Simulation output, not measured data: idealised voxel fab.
voxel capacitor over wiring: a process module
It is cross-section cut that appears here, measuring 260 nm in width, its square cells being 5 nm in size.
Cross-section, as written here: a square-cell grid given band by band from the top down, where a band holds one or more rows of cells.
For a band, the entry starts with two heights in nm, that of the top and then that of the bottom, and carries on with the band's materials in order from left to right, each alongside its width in nm; the word "edge to edge" beside a single material means it fills the band edge to edge, and "blank" means empty space.
Counting heights begins at 0, where everything beneath is, in the wafer as received, one material. The lowest band has no bottom; it goes on downwards, as "top 0, no bottom" shows.
It should be noted that a width expressed as "30 to 40" varies in equal increments from row to row of cells within the band, taking the value of the first number at the top row and that of the second number at the bottom row.
"same as before" after a step means that no cell of the cross-section changed.
Empty spaces without an open route to the top, at least 8 cells in extent, make up the entry "Fully closed voids"; each is given as width x height at distance, where the distance is measured from the left edge, and all are in nm.
Past the settings on a step's line: simulator remark, on that step.
overlay nm: on a step with a mask, how far right of its planned place the mask lay; negative means left.

## The steps planned for the process are as follows
1: RECEIVE, material Si
2: CONFORMAL_DEP, material SiO2, thk nm 10
3: CONFORMAL_DEP, material SiN, thk nm 5
4: DIRECTIONAL_DEP, material lowk, thk nm 25
5: DIRECTIONAL_DEP, material aC, thk nm 15
6: PATTERN, tone open, mask id METAL_1, material resist, width nm 20, pitch nm 80, thk nm 30, overlay nm 0
7: DIRECTIONAL_ETCH, etch materials aC, depth nm 15
8: STRIP, etch materials resist
9: DIRECTIONAL_ETCH, etch materials lowk, depth nm 25
10: DIRECTIONAL_ETCH, etch materials SiN, depth nm 5
11: STRIP, etch materials aC
12: CONFORMAL_DEP, material TiN, thk nm 5
13: FILL_DEP, material Cu, thk nm 5
14: CMP, height nm 40
15: CONFORMAL_DEP, material SiCN, thk nm 5
16: DIRECTIONAL_DEP, material SiO2, thk nm 20
17: PATTERN, tone open, mask id PLUG_1, material resist, width nm 15, thk nm 20, overlay nm 0
18: DIRECTIONAL_ETCH, etch materials SiO2, depth nm 20
19: DIRECTIONAL_ETCH, etch materials SiCN, depth nm 5
20: STRIP, etch materials resist
21: EPI, material Ru, thk nm 10
22: EPI, material Ru, thk nm 10
23: EPI, material Ru, thk nm 5
24: DIRECTIONAL_DEP, material TiN, thk nm 5
25: DIRECTIONAL_DEP, material Al2O3, thk nm 5
26: DIRECTIONAL_DEP, material TiN, thk nm 5
27: PATTERN, tone cover, mask id UPPER_PLATE, material resist, width nm 65, thk nm 20, overlay nm 0
28: DIRECTIONAL_ETCH, etch materials TiN, depth nm 5
29: DIRECTIONAL_ETCH, etch materials Al2O3, depth nm 5
30: STRIP, etch materials resist
31: DIRECTIONAL_DEP, material aC, thk nm 10
32: PATTERN, tone cover, mask id LOWER_PLATE, material resist, width nm 75, thk nm 25, overlay nm 0
33: DIRECTIONAL_ETCH, etch materials aC, depth nm 10
34: STRIP, etch materials resist
35: DIRECTIONAL_ETCH, etch materials TiN, depth nm 5
36: STRIP, etch materials aC
37: FILL_DEP, material SiO2, thk nm 20
38: CMP, height nm 95
39: DIRECTIONAL_DEP, material aC, thk nm 15
40: PATTERN, tone open, mask id PLUG_2, material resist, width nm 15, thk nm 30, overlay nm 0
41: DIRECTIONAL_ETCH, etch materials aC, depth nm 15
42: STRIP, etch materials resist
43: DIRECTIONAL_ETCH, etch materials SiO2, depth nm 15
44: STRIP, etch materials aC
45: CONFORMAL_DEP, material TiN, thk nm 5
46: FILL_DEP, material Cu, thk nm 10
47: CMP, height nm 95
48: CONFORMAL_DEP, material SiN, thk nm 5

## first wafer, as planned

## Delivered wafer in cross-section: state after step 1
top 0, no bottom  Si edge to edge
Fully closed voids: none

## Once step 2 is through, the wafer looks like this in cross-section
top 10, bottom 0  SiO2 edge to edge
Unchanged below 0.

## Once step 3 is through, the wafer looks like this in cross-section
top 15, bottom 10  SiN edge to edge
Unchanged below 10.

## Once step 4 is through, the wafer looks like this in cross-section
top 40, bottom 15  lowk edge to edge
Unchanged below 15.

## Once step 5 is through, the wafer looks like this in cross-section
top 55, bottom 40  aC edge to edge
Unchanged below 40.

## Once step 6 is through, the wafer looks like this in cross-section
top 85, bottom 55  80 resist, 20 blank, 60 resist, 20 blank, 80 resist
Unchanged below 55.

## Once step 7 is through, the wafer looks like this in cross-section
top 70, bottom 55  80 resist, 20 blank, 60 resist, 20 blank, 80 resist
top 55, bottom 40  80 aC, 20 blank, 60 aC, 20 blank, 80 aC
Unchanged below 40.

## Once step 8 is through, the wafer looks like this in cross-section
top 55, bottom 40  80 aC, 20 blank, 60 aC, 20 blank, 80 aC
Unchanged below 40.

## Once step 9 is through, the wafer looks like this in cross-section
top 55, bottom 40  80 aC, 20 blank, 60 aC, 20 blank, 80 aC
top 40, bottom 15  80 lowk, 20 blank, 60 lowk, 20 blank, 80 lowk
Unchanged below 15.

## Once step 10 is through, the wafer looks like this in cross-section
top 55, bottom 40  80 aC, 20 blank, 60 aC, 20 blank, 80 aC
top 40, bottom 15  80 lowk, 20 blank, 60 lowk, 20 blank, 80 lowk
top 15, bottom 10  80 SiN, 20 blank, 60 SiN, 20 blank, 80 SiN
Unchanged below 10.

## Once step 11 is through, the wafer looks like this in cross-section
top 40, bottom 15  80 lowk, 20 blank, 60 lowk, 20 blank, 80 lowk
Unchanged below 15.

## Once step 12 is through, the wafer looks like this in cross-section
top 45, bottom 40  85 TiN, 10 blank, 70 TiN, 10 blank, 85 TiN
top 40, bottom 15  80 lowk, 5 TiN, 10 blank, 5 TiN, 60 lowk, 5 TiN, 10 blank, 5 TiN, 80 lowk
top 15, bottom 10  80 SiN, 20 TiN, 60 SiN, 20 TiN, 80 SiN
Unchanged below 10.

## Once step 13 is through, the wafer looks like this in cross-section
top 50, bottom 45  Cu edge to edge
top 45, bottom 40  85 TiN, 10 Cu, 70 TiN, 10 Cu, 85 TiN
top 40, bottom 15  80 lowk, 5 TiN, 10 Cu, 5 TiN, 60 lowk, 5 TiN, 10 Cu, 5 TiN, 80 lowk
Unchanged below 15.

## Once step 14 is through, the wafer looks like this in cross-section
top 40, bottom 15  80 lowk, 5 TiN, 10 Cu, 5 TiN, 60 lowk, 5 TiN, 10 Cu, 5 TiN, 80 lowk
Unchanged below 15.

## Once step 15 is through, the wafer looks like this in cross-section
top 45, bottom 40  SiCN edge to edge
Unchanged below 40.

## Once step 16 is through, the wafer looks like this in cross-section
top 65, bottom 45  SiO2 edge to edge
Unchanged below 45.

## Once step 17 is through, the wafer looks like this in cross-section
top 85, bottom 65  85 resist, 15 blank, 160 resist
Unchanged below 65.

## Once step 18 is through, the wafer looks like this in cross-section
top 85, bottom 65  85 resist, 15 blank, 160 resist
top 65, bottom 45  85 SiO2, 15 blank, 160 SiO2
Unchanged below 45.

## Once step 19 is through, the wafer looks like this in cross-section
top 85, bottom 65  85 resist, 15 blank, 160 resist
top 65, bottom 45  85 SiO2, 15 blank, 160 SiO2
top 45, bottom 40  85 SiCN, 15 blank, 160 SiCN
Unchanged below 40.

## Once step 20 is through, the wafer looks like this in cross-section
top 65, bottom 45  85 SiO2, 15 blank, 160 SiO2
Unchanged below 45.

## Once step 21 is through, the wafer looks like this in cross-section
top 65, bottom 50  85 SiO2, 15 blank, 160 SiO2
top 50, bottom 45  85 SiO2, 15 Ru, 160 SiO2
top 45, bottom 40  85 SiCN, 15 Ru, 160 SiCN
Unchanged below 40.

## Once step 22 is through, the wafer looks like this in cross-section
top 65, bottom 60  85 SiO2, 15 blank, 160 SiO2
top 60, bottom 45  85 SiO2, 15 Ru, 160 SiO2
Unchanged below 45.

## Once step 23 is through, the wafer looks like this in cross-section
top 65, bottom 45  85 SiO2, 15 Ru, 160 SiO2
Unchanged below 45.

## Once step 24 is through, the wafer looks like this in cross-section
top 70, bottom 65  TiN edge to edge
Unchanged below 65.

## Once step 25 is through, the wafer looks like this in cross-section
top 75, bottom 70  Al2O3 edge to edge
Unchanged below 70.

## Once step 26 is through, the wafer looks like this in cross-section
top 80, bottom 75  TiN edge to edge
Unchanged below 75.

## Once step 27 is through, the wafer looks like this in cross-section
top 100, bottom 80  85 blank, 65 resist, 110 blank
Unchanged below 80.

## Once step 28 is through, the wafer looks like this in cross-section
top 100, bottom 80  85 blank, 65 resist, 110 blank
top 80, bottom 75  85 blank, 65 TiN, 110 blank
Unchanged below 75.

## Once step 29 is through, the wafer looks like this in cross-section
top 100, bottom 80  85 blank, 65 resist, 110 blank
top 80, bottom 75  85 blank, 65 TiN, 110 blank
top 75, bottom 70  85 blank, 65 Al2O3, 110 blank
Unchanged below 70.

## Once step 30 is through, the wafer looks like this in cross-section
top 80, bottom 75  85 blank, 65 TiN, 110 blank
Unchanged below 75.

## Once step 31 is through, the wafer looks like this in cross-section
top 90, bottom 80  85 blank, 65 aC, 110 blank
top 80, bottom 75  85 aC, 65 TiN, 110 aC
top 75, bottom 70  85 aC, 65 Al2O3, 110 aC
Unchanged below 70.

## Once step 32 is through, the wafer looks like this in cross-section
top 115, bottom 90  80 blank, 75 resist, 105 blank
top 90, bottom 80  80 blank, 5 resist, 65 aC, 5 resist, 105 blank
Unchanged below 80.

## Once step 33 is through, the wafer looks like this in cross-section
top 105, bottom 90  80 blank, 75 resist, 105 blank
top 90, bottom 80  80 blank, 5 resist, 65 aC, 5 resist, 105 blank
top 80, bottom 75  80 blank, 5 aC, 65 TiN, 5 aC, 105 blank
top 75, bottom 70  80 blank, 5 aC, 65 Al2O3, 5 aC, 105 blank
Unchanged below 70.

## Once step 34 is through, the wafer looks like this in cross-section
top 90, bottom 80  85 blank, 65 aC, 110 blank
Unchanged below 80.

## Once step 35 is through, the wafer looks like this in cross-section
top 90, bottom 80  85 blank, 65 aC, 110 blank
top 80, bottom 75  80 blank, 5 aC, 65 TiN, 5 aC, 105 blank
top 75, bottom 70  80 blank, 5 aC, 65 Al2O3, 5 aC, 105 blank
top 70, bottom 65  80 blank, 75 TiN, 105 blank
Unchanged below 65.

## Once step 36 is through, the wafer looks like this in cross-section
top 80, bottom 75  85 blank, 65 TiN, 110 blank
top 75, bottom 70  85 blank, 65 Al2O3, 110 blank
Unchanged below 70.

## Once step 37 is through, the wafer looks like this in cross-section
top 100, bottom 80  SiO2 edge to edge
top 80, bottom 75  85 SiO2, 65 TiN, 110 SiO2
top 75, bottom 70  85 SiO2, 65 Al2O3, 110 SiO2
top 70, bottom 65  80 SiO2, 75 TiN, 105 SiO2
Unchanged below 65.

## Once step 38 is through, the wafer looks like this in cross-section
top 95, bottom 80  SiO2 edge to edge
Unchanged below 80.

## Once step 39 is through, the wafer looks like this in cross-section
top 110, bottom 95  aC edge to edge
Unchanged below 95.

## Once step 40 is through, the wafer looks like this in cross-section
top 140, bottom 110  95 resist, 15 blank, 150 resist
Unchanged below 110.

## Once step 41 is through, the wafer looks like this in cross-section
top 125, bottom 110  95 resist, 15 blank, 150 resist
top 110, bottom 95  95 aC, 15 blank, 150 aC
Unchanged below 95.

## Once step 42 is through, the wafer looks like this in cross-section
top 110, bottom 95  95 aC, 15 blank, 150 aC
Unchanged below 95.

## Once step 43 is through, the wafer looks like this in cross-section
top 110, bottom 95  95 aC, 15 blank, 150 aC
top 95, bottom 80  95 SiO2, 15 blank, 150 SiO2
Unchanged below 80.

## Once step 44 is through, the wafer looks like this in cross-section
top 95, bottom 80  95 SiO2, 15 blank, 150 SiO2
Unchanged below 80.

## Once step 45 is through, the wafer looks like this in cross-section
top 100, bottom 95  100 TiN, 5 blank, 155 TiN
top 95, bottom 85  95 SiO2, 5 TiN, 5 blank, 5 TiN, 150 SiO2
top 85, bottom 75  95 to 85 SiO2, 15 to 65 TiN, 150 to 110 SiO2
Unchanged below 75.

## Once step 46 is through, the wafer looks like this in cross-section
top 110, bottom 100  Cu edge to edge
top 100, bottom 95  100 TiN, 5 Cu, 155 TiN
top 95, bottom 85  95 SiO2, 5 TiN, 5 Cu, 5 TiN, 150 SiO2
Unchanged below 85.

## Once step 47 is through, the wafer looks like this in cross-section
top 95, bottom 85  95 SiO2, 5 TiN, 5 Cu, 5 TiN, 150 SiO2
Unchanged below 85.

## Once step 48 is through, the wafer looks like this in cross-section
top 100, bottom 95  SiN edge to edge
Unchanged below 95.

## Second wafer. Start and plan as for the first. One mistake made in running. Agrees with the first up to and including step 31

## Second wafer cross-section, taken as of the time the plan sets for step 32 to be done
top 115, bottom 90  80 resist, 75 blank, 105 resist
top 90, bottom 80  80 resist, 5 blank, 65 aC, 5 blank, 105 resist
Unchanged below 80.

## Second wafer cross-section, taken as of the time the plan sets for step 33 to be done
top 105, bottom 80  80 resist, 75 blank, 105 resist
top 80, bottom 75  80 aC, 5 blank, 65 TiN, 5 blank, 105 aC
top 75, bottom 70  80 aC, 5 blank, 65 Al2O3, 5 blank, 105 aC
Unchanged below 70.

## Second wafer cross-section, taken as of the time the plan sets for step 34 to be done
top 80, bottom 75  80 aC, 5 blank, 65 TiN, 5 blank, 105 aC
Unchanged below 75.

## Second wafer cross-section, taken as of the time the plan sets for step 35 to be done
top 80, bottom 75  80 aC, 75 blank, 105 aC
top 75, bottom 70  80 aC, 5 blank, 65 Al2O3, 5 blank, 105 aC
top 70, bottom 65  80 TiN, 5 blank, 65 TiN, 5 blank, 105 TiN
Unchanged below 65.

## Second wafer cross-section, taken as of the time the plan sets for step 36 to be done
top 75, bottom 70  85 blank, 65 Al2O3, 110 blank
Unchanged below 70.

## Second wafer cross-section, taken as of the time the plan sets for step 37 to be done
top 95, bottom 75  SiO2 edge to edge
top 75, bottom 70  85 SiO2, 65 Al2O3, 110 SiO2
top 70, bottom 65  80 TiN, 5 SiO2, 65 TiN, 5 SiO2, 105 TiN
Unchanged below 65.

Second wafer cross-section, taken as of the time the plan sets for step 38 to be done: same as before

## Second wafer cross-section, taken as of the time the plan sets for step 39 to be done
top 110, bottom 95  aC edge to edge
Unchanged below 95.

## Second wafer cross-section, taken as of the time the plan sets for step 40 to be done
top 140, bottom 110  95 resist, 15 blank, 150 resist
Unchanged below 110.

## Second wafer cross-section, taken as of the time the plan sets for step 41 to be done
top 125, bottom 110  95 resist, 15 blank, 150 resist
top 110, bottom 95  95 aC, 15 blank, 150 aC
Unchanged below 95.

## Second wafer cross-section, taken as of the time the plan sets for step 42 to be done
top 110, bottom 95  95 aC, 15 blank, 150 aC
Unchanged below 95.

## Second wafer cross-section, taken as of the time the plan sets for step 43 to be done
top 110, bottom 95  95 aC, 15 blank, 150 aC
top 95, bottom 80  95 SiO2, 15 blank, 150 SiO2
Unchanged below 80.

## Second wafer cross-section, taken as of the time the plan sets for step 44 to be done
top 95, bottom 80  95 SiO2, 15 blank, 150 SiO2
Unchanged below 80.

## Second wafer cross-section, taken as of the time the plan sets for step 45 to be done
top 100, bottom 95  100 TiN, 5 blank, 155 TiN
top 95, bottom 85  95 SiO2, 5 TiN, 5 blank, 5 TiN, 150 SiO2
top 85, bottom 80  95 SiO2, 15 TiN, 150 SiO2
Unchanged below 80.

## Second wafer cross-section, taken as of the time the plan sets for step 46 to be done
top 110, bottom 100  Cu edge to edge
top 100, bottom 95  100 TiN, 5 Cu, 155 TiN
top 95, bottom 85  95 SiO2, 5 TiN, 5 Cu, 5 TiN, 150 SiO2
Unchanged below 85.

## Second wafer cross-section, taken as of the time the plan sets for step 47 to be done
top 95, bottom 85  95 SiO2, 5 TiN, 5 Cu, 5 TiN, 150 SiO2
Unchanged below 85.

## Second wafer cross-section, taken as of the time the plan sets for step 48 to be done
top 100, bottom 95  SiN edge to edge
Unchanged below 95.
What was the processing mistake? step 32 changed vs plan, executed as PATTERN, tone open, mask id LOWER_PLATE, material resist, width nm 75, thk nm 25, overlay nm 0
at the end the second wafer has, in cells: SiO2: 22 fewer, TiN: 22 more
